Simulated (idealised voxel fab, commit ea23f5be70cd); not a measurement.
The name of this process module is voxel gate over fins.
Section shown: cut. Width: 230 nm. Cell size: 5 nm, square.
Think of the cross-section as a grid of square cells. We describe it in bands, top to bottom, and each band covers one or more rows of those cells. In this notation a band is specified by the heights of its top and bottom, in that order and in nm, after which its materials appear from left to right, each paired with its width in nm. The word "everywhere" attached to a single material means that material fills the band from edge to edge; the word "blank" stands for empty space. Where do heights start? At 0: under that level the wafer as delivered is made of one material only. And the lowest band has no floor; it just carries on downward, as in "top 0, no bottom". The width entry "30->40" should be interpreted row by row: the top row of cells in the band takes the first number, the bottom row takes the second number, and the change between adjacent rows is uniform throughout. "identical to before" after a step means that no cell of the cross-section changed. "Closed-off voids" contains a list of empty spaces, each no smaller than 8 cells and without an open way to the top, written in the form width x height at distance with the distance from the left edge and all three in nm. Past the settings on a step's line: simulator remark, on that step. overlay nm: right-of-plan distance of the mask on a masked step; negative values mean left-of-plan.
### Process steps - plan
1,RECEIVE,material Si
2,CONFORMAL_DEP,material SiN,thk nm 5
3,DIRECTIONAL_DEP,material aC,thk nm 15
4,PATTERN,tone cover,mask id FINS,material resist,width nm 15,pitch nm 45,thk nm 30,overlay nm 0
5,DIRECTIONAL_ETCH,etch materials aC,depth nm 15
6,STRIP,etch materials resist
7,DIRECTIONAL_ETCH,etch materials SiN,depth nm 5
8,DIRECTIONAL_ETCH,etch materials Si,depth nm 40
9,STRIP,etch materials aC
10,OXIDIZE,depth nm 5
11,FILL_DEP,material SiO2,thk nm 15
12,CMP,height nm 5
13,SELECTIVE_ETCH,etch materials SiO2,depth nm 15
14,STRIP,etch materials SiN
15,CONFORMAL_DEP,material HfO2,thk nm 5
16,CONFORMAL_DEP,material TiN,thk nm 5
17,CONFORMAL_DEP,material TiAl,thk nm 5
18,CONFORMAL_DEP,material TiN,thk nm 5
19,FILL_DEP,material W,thk nm 10
20,CMP,height nm 25
21,CONFORMAL_DEP,material SiN,thk nm 10
### Cross-sectional view of the wafer in its as-received condition, corresponding to the state after step 1
- top 0, no bottom = Si everywhere
- Closed-off voids: none
### Cross-section at module end, one run error; start and plan unchanged from above
- top 35, bottom 25 = SiN everywhere
- top 25, bottom 20 = W everywhere
- top 20, bottom 15 = W (15); TiN (180); W (35)
- top 15, bottom 10 = W (15); TiN (5); TiAl (35); TiN (10); TiAl (35); TiN (10); TiAl (35); TiN (10); TiAl (35); TiN (5); W (35)
- top 10, bottom 5 = TiN (20); TiAl (5); TiN (25); TiAl (5); TiN (10); TiAl (5); TiN (25); TiAl (5); TiN (10); TiAl (5); TiN (25); TiAl (5); TiN (10); TiAl (5); TiN (25); TiAl (5); TiN (40)
- top 5, bottom 0 = TiAl (25); TiN (5); HfO2 (15); TiN (5); TiAl (20); TiN (5); HfO2 (15); TiN (5); TiAl (20); TiN (5); HfO2 (15); TiN (5); TiAl (20); TiN (5); HfO2 (15); TiN (5); TiAl (45)
- top 0, bottom -5 = TiN (30); HfO2 (5); Si (5); HfO2 (5); TiN (30); HfO2 (5); Si (5); HfO2 (5); TiN (30); HfO2 (5); Si (5); HfO2 (5); TiN (30); HfO2 (5); Si (5); HfO2 (5); TiN (50)
- top -5, bottom -10 = HfO2 (35); Si (5); HfO2 (40); Si (5); HfO2 (40); Si (5); HfO2 (40); Si (5); HfO2 (55)
- top -10, bottom -45 = SiO2 (35); Si (5); SiO2 (40); Si (5); SiO2 (40); Si (5); SiO2 (40); Si (5); SiO2 (55)
- top -45, no bottom = Si everywhere
- Closed-off voids: none
Plan not followed: contrary to plan, step 4 was performed as PATTERN,tone cover,mask id FINS,material resist,width nm 15,pitch nm 45,thk nm 30,overlay nm -10
